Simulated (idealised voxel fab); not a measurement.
Herein follows the process module entitled voxel transistor to metal.
Each square cell in cross-section cut measures 5 nm, and the section as a whole is 165 nm wide.
How to read a cross-section here: the picture is a grid of square cells, written as bands going from the top down, and any band can span one or more rows of cells. Heights first: top, then bottom, in nm. Then materials, left to right, each with a width in nm. "edge to edge" on a single material: fills the band edge to edge. "air": empty space. Measure heights from 0. That's the level where, below it, the as-received wafer is all one material. The lowest band is bottomless and extends downward; write it as in "0 -> down". Width "30..40": first value at the band's top row of cells, second value at its bottom row, equal change from row to row. The cross-section has no changed cell in any step marked "nothing was modified". What "closed voids" gives you is every empty space of 8 cells or more that is cut off from the top. Each appears as width x height at distance, with the distance taken from the left edge and width, height and distance all in nm. Anything after a step's settings on that line? It's the simulator's own note about the step. The optional step-line setting "overlay nm" applies to steps with a mask and quantifies how far to the right of its planned location the mask lay, a negative value indicating leftward placement.
### Intended process steps
1 RECEIVE with material Si
2 OXIDIZE with depth nm 5
3 CONFORMAL_DEP with material SiN, thk nm 10
4 MASKED_ETCH with tone cover, mask id ACTIVE, width nm 110, etch materials SiN, depth nm 10, overlay nm 0
5 MASKED_ETCH with tone cover, mask id ACTIVE, width nm 110, etch materials SiO2, depth nm 5, overlay nm 0
6 MASKED_ETCH with tone cover, mask id ACTIVE, width nm 110, etch materials Si, depth nm 25, overlay nm 0
7 OXIDIZE with depth nm 5
8 FILL_DEP with material SiO2, thk nm 15
9 CMP with height nm 10
10 SELECTIVE_ETCH with etch materials SiO2, depth nm 5
11 STRIP with etch materials SiN
12 SELECTIVE_ETCH with etch materials SiO2, depth nm 5
13 OXIDIZE with depth nm 5
14 DIRECTIONAL_DEP with material polySi, thk nm 30
15 DIRECTIONAL_DEP with material SiCN, thk nm 15
16 PATTERN with tone cover, mask id GATE, material resist, width nm 30, thk nm 15, overlay nm 0
17 DIRECTIONAL_ETCH with etch materials SiCN, depth nm 25
18 DIRECTIONAL_ETCH with etch materials polySi, depth nm 40
19 STRIP with etch materials resist
20 CONFORMAL_DEP with material SiO2, thk nm 5
21 DIRECTIONAL_ETCH with etch materials SiO2, depth nm 5
22 CONFORMAL_DEP with material SiN, thk nm 10
23 DIRECTIONAL_ETCH with etch materials SiN, depth nm 10
24 DIRECTIONAL_ETCH with etch materials SiO2, depth nm 5
25 DIRECTIONAL_ETCH with etch materials Si, depth nm 5
26 EPI with material pSi, thk nm 10
27 FILL_DEP with material SiO2, thk nm 10
28 CMP with height nm 25
29 STRIP with etch materials polySi
30 SELECTIVE_ETCH with etch materials SiO2, depth nm 5
31 CONFORMAL_DEP with material HfO2, thk nm 5
32 CONFORMAL_DEP with material TiN, thk nm 5
33 FILL_DEP with material W, thk nm 5
34 CMP with height nm 20
35 DIRECTIONAL_DEP with material SiO2, thk nm 10
36 PATTERN with tone open, mask id CONTACT, material resist, width nm 15, pitch nm 75, thk nm 20, overlay nm 0
37 DIRECTIONAL_ETCH with etch materials SiO2, depth nm 30
38 STRIP with etch materials resist
39 CONFORMAL_DEP with material TiN, thk nm 5
40 FILL_DEP with material Ru, thk nm 10
41 CMP with height nm 30
42 DIRECTIONAL_DEP with material TiN, thk nm 5
43 DIRECTIONAL_DEP with material W, thk nm 15
44 PATTERN with tone cover, mask id METAL_1, material resist, width nm 15, pitch nm 75, thk nm 20, overlay nm 0
45 DIRECTIONAL_ETCH with etch materials W, depth nm 15
46 DIRECTIONAL_ETCH with etch materials TiN, depth nm 5
47 STRIP with etch materials resist
48 FILL_DEP with material lowk, thk nm 5
49 CMP with height nm 50
50 CONFORMAL_DEP with material SiCN, thk nm 5
### First of two wafers: run as planned
### Received-state cross-section, reflecting completion of step 1
  0 -> down  Si edge to edge
  closed voids: none
### Presented here is a cross-section of the wafer after step 2 has been performed
  0 -> -5  SiO2 edge to edge
  Under the height -5 nothing was changed.
### Presented here is a cross-section of the wafer after step 3 has been performed
  10 -> 0  SiN edge to edge
  Under the height 0 nothing was changed.
### Presented here is a cross-section of the wafer after step 4 has been performed
  10 -> 0  air: 25; SiN: 110; air: 30
  Under the height 0 nothing was changed.
### Presented here is a cross-section of the wafer after step 5 has been performed
  10 -> 0  air: 25; SiN: 110; air: 30
  0 -> -5  air: 25; SiO2: 110; air: 30
  Under the height -5 nothing was changed.
### Presented here is a cross-section of the wafer after step 6 has been performed
  10 -> 0  air: 25; SiN: 110; air: 30
  0 -> -5  air: 25; SiO2: 110; air: 30
  -5 -> -30  air: 25; Si: 110; air: 30
  Under the height -30 nothing was changed.
### Presented here is a cross-section of the wafer after step 7 has been performed
  10 -> 0  air: 25; SiN: 110; air: 30
  0 -> -5  air: 25; SiO2: 110; air: 30
  -5 -> -30  air: 25; SiO2: 5; Si: 100; SiO2: 5; air: 30
  -30 -> -35  SiO2: 30; Si: 100; SiO2: 35
  Under the height -35 nothing was changed.
### Presented here is a cross-section of the wafer after step 8 has been performed
  25 -> 10  SiO2 edge to edge
  10 -> 0  SiO2: 25; SiN: 110; SiO2: 30
  0 -> -5  SiO2 edge to edge
  -5 -> -35  SiO2: 30; Si: 100; SiO2: 35
  Under the height -35 nothing was changed.
### Presented here is a cross-section of the wafer after step 9 has been performed
  10 -> 0  SiO2: 25; SiN: 110; SiO2: 30
  Under the height 0 nothing was changed.
### Presented here is a cross-section of the wafer after step 10 has been performed
  10 -> 5  air: 25; SiN: 110; air: 30
  Under the height 5 nothing was changed.
### Presented here is a cross-section of the wafer after step 11 has been performed
  5 -> 0  SiO2: 25; air: 110; SiO2: 30
  Under the height 0 nothing was changed.
### Presented here is a cross-section of the wafer after step 12 has been performed
  0 -> -5  SiO2: 20; air: 120; SiO2: 25
  Under the height -5 nothing was changed.
### Presented here is a cross-section of the wafer after step 13 has been performed
  0 -> -5  SiO2: 20; air: 120; SiO2: 25
  -5 -> -10  SiO2 edge to edge
  Under the height -10 nothing was changed.
### Presented here is a cross-section of the wafer after step 14 has been performed
  30 -> 25  polySi: 20; air: 120; polySi: 25
  25 -> 0  polySi edge to edge
  0 -> -5  SiO2: 20; polySi: 120; SiO2: 25
  Under the height -5 nothing was changed.
### Presented here is a cross-section of the wafer after step 15 has been performed
  45 -> 40  SiCN: 20; air: 120; SiCN: 25
  40 -> 30  SiCN edge to edge
  30 -> 25  polySi: 20; SiCN: 120; polySi: 25
  Under the height 25 nothing was changed.
### Presented here is a cross-section of the wafer after step 16 has been performed
  60 -> 45  air: 65; resist: 30; air: 70
  45 -> 40  SiCN: 20; air: 45; resist: 30; air: 45; SiCN: 25
  Under the height 40 nothing was changed.
### Presented here is a cross-section of the wafer after step 17 has been performed
  60 -> 40  air: 65; resist: 30; air: 70
  40 -> 30  air: 65; SiCN: 30; air: 70
  30 -> 25  polySi: 20; air: 45; SiCN: 30; air: 45; polySi: 25
  Under the height 25 nothing was changed.
### Presented here is a cross-section of the wafer after step 18 has been performed
  60 -> 40  air: 65; resist: 30; air: 70
  40 -> 25  air: 65; SiCN: 30; air: 70
  25 -> 0  air: 65; polySi: 30; air: 70
  0 -> -5  SiO2: 20; air: 45; polySi: 30; air: 45; SiO2: 25
  Under the height -5 nothing was changed.
### Presented here is a cross-section of the wafer after step 19 has been performed
  40 -> 25  air: 65; SiCN: 30; air: 70
  Under the height 25 nothing was changed.
### Presented here is a cross-section of the wafer after step 20 has been performed
  45 -> 40  air: 60; SiO2: 40; air: 65
  40 -> 25  air: 60; SiO2: 5; SiCN: 30; SiO2: 5; air: 65
  25 -> 5  air: 60; SiO2: 5; polySi: 30; SiO2: 5; air: 65
  5 -> 0  SiO2: 25; air: 35; SiO2: 5; polySi: 30; SiO2: 5; air: 35; SiO2: 30
  0 -> -5  SiO2: 65; polySi: 30; SiO2: 70
  Under the height -5 nothing was changed.
### Presented here is a cross-section of the wafer after step 21 has been performed
  40 -> 25  air: 60; SiO2: 5; SiCN: 30; SiO2: 5; air: 65
  25 -> 0  air: 60; SiO2: 5; polySi: 30; SiO2: 5; air: 65
  0 -> -5  SiO2: 25; air: 35; SiO2: 5; polySi: 30; SiO2: 5; air: 35; SiO2: 30
  Under the height -5 nothing was changed.
### Presented here is a cross-section of the wafer after step 22 has been performed
  50 -> 40  air: 50; SiN: 60; air: 55
  40 -> 25  air: 50; SiN: 10; SiO2: 5; SiCN: 30; SiO2: 5; SiN: 10; air: 55
  25 -> 10  air: 50; SiN: 10; SiO2: 5; polySi: 30; SiO2: 5; SiN: 10; air: 55
  10 -> 5  SiN: 35; air: 15; SiN: 10; SiO2: 5; polySi: 30; SiO2: 5; SiN: 10; air: 15; SiN: 40
  5 -> 0  SiN: 60; SiO2: 5; polySi: 30; SiO2: 5; SiN: 65
  0 -> -5  SiO2: 25; SiN: 35; SiO2: 5; polySi: 30; SiO2: 5; SiN: 35; SiO2: 30
  Under the height -5 nothing was changed.
### Presented here is a cross-section of the wafer after step 23 has been performed
  40 -> 25  air: 50; SiN: 10; SiO2: 5; SiCN: 30; SiO2: 5; SiN: 10; air: 55
  25 -> 0  air: 50; SiN: 10; SiO2: 5; polySi: 30; SiO2: 5; SiN: 10; air: 55
  0 -> -5  SiO2: 25; SiN: 10; air: 15; SiN: 10; SiO2: 5; polySi: 30; SiO2: 5; SiN: 10; air: 15; SiN: 10; SiO2: 30
  Under the height -5 nothing was changed.
### Presented here is a cross-section of the wafer after step 24 has been performed
  40 -> 35  air: 50; SiN: 10; air: 5; SiCN: 30; air: 5; SiN: 10; air: 55
  35 -> 25  air: 50; SiN: 10; SiO2: 5; SiCN: 30; SiO2: 5; SiN: 10; air: 55
  25 -> 0  air: 50; SiN: 10; SiO2: 5; polySi: 30; SiO2: 5; SiN: 10; air: 55
  0 -> -5  air: 25; SiN: 10; air: 15; SiN: 10; SiO2: 5; polySi: 30; SiO2: 5; SiN: 10; air: 15; SiN: 10; air: 30
  -5 -> -10  SiO2: 35; air: 15; SiO2: 60; air: 15; SiO2: 40
  Under the height -10 nothing was changed.
### Presented here is a cross-section of the wafer after step 25 has been performed
  40 -> 35  air: 50; SiN: 10; air: 5; SiCN: 30; air: 5; SiN: 10; air: 55
  35 -> 25  air: 50; SiN: 10; SiO2: 5; SiCN: 30; SiO2: 5; SiN: 10; air: 55
  25 -> 0  air: 50; SiN: 10; SiO2: 5; polySi: 30; SiO2: 5; SiN: 10; air: 55
  0 -> -5  air: 25; SiN: 10; air: 15; SiN: 10; SiO2: 5; polySi: 30; SiO2: 5; SiN: 10; air: 15; SiN: 10; air: 30
  -5 -> -10  SiO2: 35; air: 15; SiO2: 60; air: 15; SiO2: 40
  -10 -> -15  SiO2: 30; Si: 5; air: 15; Si: 60; air: 15; Si: 5; SiO2: 35
  Under the height -15 nothing was changed.
### Presented here is a cross-section of the wafer after step 26 has been performed
  40 -> 35  air: 50; SiN: 10; air: 5; SiCN: 30; air: 5; SiN: 10; air: 55
  35 -> 25  air: 50; SiN: 10; SiO2: 5; SiCN: 30; SiO2: 5; SiN: 10; air: 55
  25 -> 0  air: 50; SiN: 10; SiO2: 5; polySi: 30; SiO2: 5; SiN: 10; air: 55
  0 -> -5  air: 25; SiN: 10; pSi: 15; SiN: 10; SiO2: 5; polySi: 30; SiO2: 5; SiN: 10; pSi: 15; SiN: 10; air: 30
  -5 -> -10  SiO2: 35; pSi: 15; SiO2: 60; pSi: 15; SiO2: 40
  -10 -> -15  SiO2: 30; Si: 5; pSi: 15; Si: 60; pSi: 15; Si: 5; SiO2: 35
  Under the height -15 nothing was changed.
### Presented here is a cross-section of the wafer after step 27 has been performed
  50 -> 40  SiO2 edge to edge
  40 -> 25  SiO2: 50; SiN: 10; SiO2: 5; SiCN: 30; SiO2: 5; SiN: 10; SiO2: 55
  25 -> 0  SiO2: 50; SiN: 10; SiO2: 5; polySi: 30; SiO2: 5; SiN: 10; SiO2: 55
  0 -> -5  SiO2: 25; SiN: 10; pSi: 15; SiN: 10; SiO2: 5; polySi: 30; SiO2: 5; SiN: 10; pSi: 15; SiN: 10; SiO2: 30
  Under the height -5 nothing was changed.
### Presented here is a cross-section of the wafer after step 28 has been performed
  25 -> 0  SiO2: 50; SiN: 10; SiO2: 5; polySi: 30; SiO2: 5; SiN: 10; SiO2: 55
  Under the height 0 nothing was changed.
### Presented here is a cross-section of the wafer after step 29 has been performed
  25 -> 0  SiO2: 50; SiN: 10; SiO2: 5; air: 30; SiO2: 5; SiN: 10; SiO2: 55
  0 -> -5  SiO2: 25; SiN: 10; pSi: 15; SiN: 10; SiO2: 5; air: 30; SiO2: 5; SiN: 10; pSi: 15; SiN: 10; SiO2: 30
  Under the height -5 nothing was changed.
### Presented here is a cross-section of the wafer after step 30 has been performed
  25 -> 20  air: 50; SiN: 10; air: 40; SiN: 10; air: 55
  20 -> 0  SiO2: 50; SiN: 10; air: 40; SiN: 10; SiO2: 55
  0 -> -5  SiO2: 25; SiN: 10; pSi: 15; SiN: 10; air: 40; SiN: 10; pSi: 15; SiN: 10; SiO2: 30
  -5 -> -10  SiO2: 35; pSi: 15; SiO2: 10; air: 40; SiO2: 10; pSi: 15; SiO2: 40
  Under the height -10 nothing was changed.
### Presented here is a cross-section of the wafer after step 31 has been performed
  30 -> 25  air: 45; HfO2: 20; air: 30; HfO2: 20; air: 50
  25 -> 20  HfO2: 50; SiN: 10; HfO2: 5; air: 30; HfO2: 5; SiN: 10; HfO2: 55
  20 -> 0  SiO2: 50; SiN: 10; HfO2: 5; air: 30; HfO2: 5; SiN: 10; SiO2: 55
  0 -> -5  SiO2: 25; SiN: 10; pSi: 15; SiN: 10; HfO2: 5; air: 30; HfO2: 5; SiN: 10; pSi: 15; SiN: 10; SiO2: 30
  -5 -> -10  SiO2: 35; pSi: 15; SiO2: 10; HfO2: 40; SiO2: 10; pSi: 15; SiO2: 40
  Under the height -10 nothing was changed.
### Presented here is a cross-section of the wafer after step 32 has been performed
  35 -> 30  air: 40; TiN: 30; air: 20; TiN: 30; air: 45
  30 -> 25  TiN: 45; HfO2: 20; TiN: 5; air: 20; TiN: 5; HfO2: 20; TiN: 50
  25 -> 20  HfO2: 50; SiN: 10; HfO2: 5; TiN: 5; air: 20; TiN: 5; HfO2: 5; SiN: 10; HfO2: 55
  20 -> 0  SiO2: 50; SiN: 10; HfO2: 5; TiN: 5; air: 20; TiN: 5; HfO2: 5; SiN: 10; SiO2: 55
  0 -> -5  SiO2: 25; SiN: 10; pSi: 15; SiN: 10; HfO2: 5; TiN: 30; HfO2: 5; SiN: 10; pSi: 15; SiN: 10; SiO2: 30
  Under the height -5 nothing was changed.
### Presented here is a cross-section of the wafer after step 33 has been performed
  40 -> 35  W edge to edge
  35 -> 30  W: 40; TiN: 30; W: 20; TiN: 30; W: 45
  30 -> 25  TiN: 45; HfO2: 20; TiN: 5; W: 20; TiN: 5; HfO2: 20; TiN: 50
  25 -> 20  HfO2: 50; SiN: 10; HfO2: 5; TiN: 5; W: 20; TiN: 5; HfO2: 5; SiN: 10; HfO2: 55
  20 -> 0  SiO2: 50; SiN: 10; HfO2: 5; TiN: 5; W: 20; TiN: 5; HfO2: 5; SiN: 10; SiO2: 55
  Under the height 0 nothing was changed.
### Presented here is a cross-section of the wafer after step 34 has been performed
  20 -> 0  SiO2: 50; SiN: 10; HfO2: 5; TiN: 5; W: 20; TiN: 5; HfO2: 5; SiN: 10; SiO2: 55
  Under the height 0 nothing was changed.
### Presented here is a cross-section of the wafer after step 35 has been performed
  30 -> 20  SiO2 edge to edge
  Under the height 20 nothing was changed.
### Presented here is a cross-section of the wafer after step 36 has been performed
  50 -> 30  resist: 35; air: 15; resist: 60; air: 15; resist: 40
  Under the height 30 nothing was changed.
### Presented here is a cross-section of the wafer after step 37 has been performed
  50 -> 30  resist: 35; air: 15; resist: 60; air: 15; resist: 40
  30 -> 20  SiO2: 35; air: 15; SiO2: 60; air: 15; SiO2: 40
  20 -> 0  SiO2: 35; air: 15; SiN: 10; HfO2: 5; TiN: 5; W: 20; TiN: 5; HfO2: 5; SiN: 10; air: 15; SiO2: 40
  Under the height 0 nothing was changed.
### Presented here is a cross-section of the wafer after step 38 has been performed
  30 -> 20  SiO2: 35; air: 15; SiO2: 60; air: 15; SiO2: 40
  Under the height 20 nothing was changed.
### Presented here is a cross-section of the wafer after step 39 has been performed
  35 -> 30  TiN: 40; air: 5; TiN: 70; air: 5; TiN: 45
  30 -> 20  SiO2: 35; TiN: 5; air: 5; TiN: 5; SiO2: 60; TiN: 5; air: 5; TiN: 5; SiO2: 40
  20 -> 5  SiO2: 35; TiN: 5; air: 5; TiN: 5; SiN: 10; HfO2: 5; TiN: 5; W: 20; TiN: 5; HfO2: 5; SiN: 10; TiN: 5; air: 5; TiN: 5; SiO2: 40
  5 -> 0  SiO2: 35; TiN: 15; SiN: 10; HfO2: 5; TiN: 5; W: 20; TiN: 5; HfO2: 5; SiN: 10; TiN: 15; SiO2: 40
  Under the height 0 nothing was changed.
### Presented here is a cross-section of the wafer after step 40 has been performed
  45 -> 35  Ru edge to edge
  35 -> 30  TiN: 40; Ru: 5; TiN: 70; Ru: 5; TiN: 45
  30 -> 20  SiO2: 35; TiN: 5; Ru: 5; TiN: 5; SiO2: 60; TiN: 5; Ru: 5; TiN: 5; SiO2: 40
  20 -> 5  SiO2: 35; TiN: 5; Ru: 5; TiN: 5; SiN: 10; HfO2: 5; TiN: 5; W: 20; TiN: 5; HfO2: 5; SiN: 10; TiN: 5; Ru: 5; TiN: 5; SiO2: 40
  Under the height 5 nothing was changed.
### Presented here is a cross-section of the wafer after step 41 has been performed
  30 -> 20  SiO2: 35; TiN: 5; Ru: 5; TiN: 5; SiO2: 60; TiN: 5; Ru: 5; TiN: 5; SiO2: 40
  Under the height 20 nothing was changed.
### Presented here is a cross-section of the wafer after step 42 has been performed
  35 -> 30  TiN edge to edge
  Under the height 30 nothing was changed.
### Presented here is a cross-section of the wafer after step 43 has been performed
  50 -> 35  W edge to edge
  Under the height 35 nothing was changed.
### Presented here is a cross-section of the wafer after step 44 has been performed
  70 -> 50  air: 35; resist: 15; air: 60; resist: 15; air: 40
  Under the height 50 nothing was changed.
### Presented here is a cross-section of the wafer after step 45 has been performed
  70 -> 50  air: 35; resist: 15; air: 60; resist: 15; air: 40
  50 -> 35  air: 35; W: 15; air: 60; W: 15; air: 40
  Under the height 35 nothing was changed.
### Presented here is a cross-section of the wafer after step 46 has been performed
  70 -> 50  air: 35; resist: 15; air: 60; resist: 15; air: 40
  50 -> 35  air: 35; W: 15; air: 60; W: 15; air: 40
  35 -> 30  air: 35; TiN: 15; air: 60; TiN: 15; air: 40
  Under the height 30 nothing was changed.
### Presented here is a cross-section of the wafer after step 47 has been performed
  50 -> 35  air: 35; W: 15; air: 60; W: 15; air: 40
  Under the height 35 nothing was changed.
### Presented here is a cross-section of the wafer after step 48 has been performed
  55 -> 50  lowk edge to edge
  50 -> 35  lowk: 35; W: 15; lowk: 60; W: 15; lowk: 40
  35 -> 30  lowk: 35; TiN: 15; lowk: 60; TiN: 15; lowk: 40
  Under the height 30 nothing was changed.
### Presented here is a cross-section of the wafer after step 49 has been performed
  50 -> 35  lowk: 35; W: 15; lowk: 60; W: 15; lowk: 40
  Under the height 35 nothing was changed.
### Presented here is a cross-section of the wafer after step 50 has been performed
  55 -> 50  SiCN edge to edge
  Under the height 50 nothing was changed.
### Wafer two. Same start, same plan, one slip in execution. Same as wafer one through step 43, inclusive
### Second wafer profile in section, at the moment step 44 of the plan was meant to be complete
  70 -> 50  resist: 35; air: 15; resist: 60; air: 15; resist: 40
  Under the height 50 nothing was changed.
### Second wafer profile in section, at the moment step 45 of the plan was meant to be complete
  70 -> 50  resist: 35; air: 15; resist: 60; air: 15; resist: 40
  50 -> 35  W: 35; air: 15; W: 60; air: 15; W: 40
  Under the height 35 nothing was changed.
### Second wafer profile in section, at the moment step 46 of the plan was meant to be complete
  70 -> 50  resist: 35; air: 15; resist: 60; air: 15; resist: 40
  50 -> 35  W: 35; air: 15; W: 60; air: 15; W: 40
  35 -> 30  TiN: 35; air: 15; TiN: 60; air: 15; TiN: 40
  Under the height 30 nothing was changed.
### Second wafer profile in section, at the moment step 47 of the plan was meant to be complete
  50 -> 35  W: 35; air: 15; W: 60; air: 15; W: 40
  Under the height 35 nothing was changed.
### Second wafer profile in section, at the moment step 48 of the plan was meant to be complete
  55 -> 50  lowk edge to edge
  50 -> 35  W: 35; lowk: 15; W: 60; lowk: 15; W: 40
  35 -> 30  TiN: 35; lowk: 15; TiN: 60; lowk: 15; TiN: 40
  Under the height 30 nothing was changed.
### Second wafer profile in section, at the moment step 49 of the plan was meant to be complete
  50 -> 35  W: 35; lowk: 15; W: 60; lowk: 15; W: 40
  Under the height 35 nothing was changed.
### Second wafer profile in section, at the moment step 50 of the plan was meant to be complete
  55 -> 50  SiCN edge to edge
  Under the height 50 nothing was changed.
Error vs. plan: the process deviated at step 44: the operation and settings actually run there were PATTERN with tone open, mask id METAL_1, material resist, width nm 15, pitch nm 75, thk nm 20, overlay nm 0
Upon completion, the second wafer contains, in terms of cells, a greater or smaller amount of certain materials than the first wafer: +21 TiN, +63 W, -84 lowk
